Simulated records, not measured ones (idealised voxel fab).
Herein follows the process module entitled voxel plated lines.
Cross-section cut spans 225 nm and uses square cells 5 nm in size.
Cross-section = grid of square cells, listed top down in bands; band = one or more rows.
Each band's line starts with the height of the band's top and of its bottom, in nm. Then come its materials from left to right, each with its width in nm. One material with "throughout" fills the band from edge to edge. "blank" is empty space.
The reference from which all heights are counted is 0, the level beneath which the as-received wafer is entirely one material; the lowest band, having no lower bound, proceeds downward and is written after the example "0 nm and below".
Quick explanation for "30 to 40": the width changes in equal steps down the rows of cells, from the first number in the band's top row to the second number in its bottom row.
Any step labelled "nothing altered" changed none of the cells in the cross-section.
Any empty space of 8 cells or more lacking an open way to the top shows up in "Unvented cavities" as width x height at distance, distance from the left edge, in nm.
Step line, after settings: the simulator's comment on this step.
If you see "overlay nm" on a step's line and that step has a mask, it's telling you how far right of where it was planned the mask ended up; a negative number means it went left instead.

Steps planned for the process
step 1: RECEIVE with material Si
step 2: CONFORMAL_DEP with material SiN, thk nm 10
step 3: DIRECTIONAL_DEP with material TiN, thk nm 5
step 4: PATTERN with tone open, mask id LINES, material resist, width nm 30, pitch nm 45, thk nm 40, overlay nm -15
step 5: EPI with material Ru, thk nm 5
step 6: EPI with material Ru, thk nm 10
step 7: EPI with material Ru, thk nm 5
step 8: STRIP with etch materials resist
step 9: DIRECTIONAL_ETCH with etch materials TiN, depth nm 5
step 10: CONFORMAL_DEP with material SiO2, thk nm 10
The wafers are alike at the start. At step 4, their overlay nm differs. The plan lists the first wafer's value.

As-received cross-section, first of several wafers, post step 1
  0 nm and below | Si throughout
  Unvented cavities: none

End of the module, past its last step, step 10: how the first of several wafers looks in cross-section
  45 nm to 35 nm | 50 of blank | 95 of SiO2 | 80 of blank
  35 nm to 20 nm | 50 of blank | 10 of SiO2 | 30 of Ru | 15 of SiO2 | 30 of Ru | 10 of SiO2 | 80 of blank
  20 nm to 15 nm | 60 of SiO2 | 30 of Ru | 15 of SiO2 | 30 of Ru | 90 of SiO2
  15 nm to 10 nm | 60 of SiO2 | 30 of TiN | 15 of SiO2 | 30 of TiN | 90 of SiO2
  10 nm to 0 nm | SiN throughout
  0 nm and below | Si throughout
  Unvented cavities: none

Last-wafer cross-section at the end of the module
  45 nm to 35 nm | 80 of blank | 95 of SiO2 | 50 of blank
  35 nm to 20 nm | 80 of blank | 10 of SiO2 | 30 of Ru | 15 of SiO2 | 30 of Ru | 10 of SiO2 | 50 of blank
  20 nm to 15 nm | 90 of SiO2 | 30 of Ru | 15 of SiO2 | 30 of Ru | 60 of SiO2
  15 nm to 10 nm | 90 of SiO2 | 30 of TiN | 15 of SiO2 | 30 of TiN | 60 of SiO2
  10 nm to 0 nm | SiN throughout
  0 nm and below | Si throughout
  Unvented cavities: none

Wafer rows, end of module: cells per material gained (+) or lost (-) since receipt; closed voids last
overlay nm -15 | +48 Ru | +90 SiN | +125 SiO2 | +12 TiN | Unvented cavities: none
overlay nm -10 | +48 Ru | +90 SiN | +125 SiO2 | +12 TiN | Unvented cavities: none
overlay nm -5 | +48 Ru | +90 SiN | +125 SiO2 | +12 TiN | Unvented cavities: none
overlay nm 0 | +48 Ru | +90 SiN | +125 SiO2 | +12 TiN | Unvented cavities: none
overlay nm 5 | +48 Ru | +90 SiN | +125 SiO2 | +12 TiN | Unvented cavities: none
overlay nm 10 | +48 Ru | +90 SiN | +125 SiO2 | +12 TiN | Unvented cavities: none
overlay nm 15 | +48 Ru | +90 SiN | +125 SiO2 | +12 TiN | Unvented cavities: none
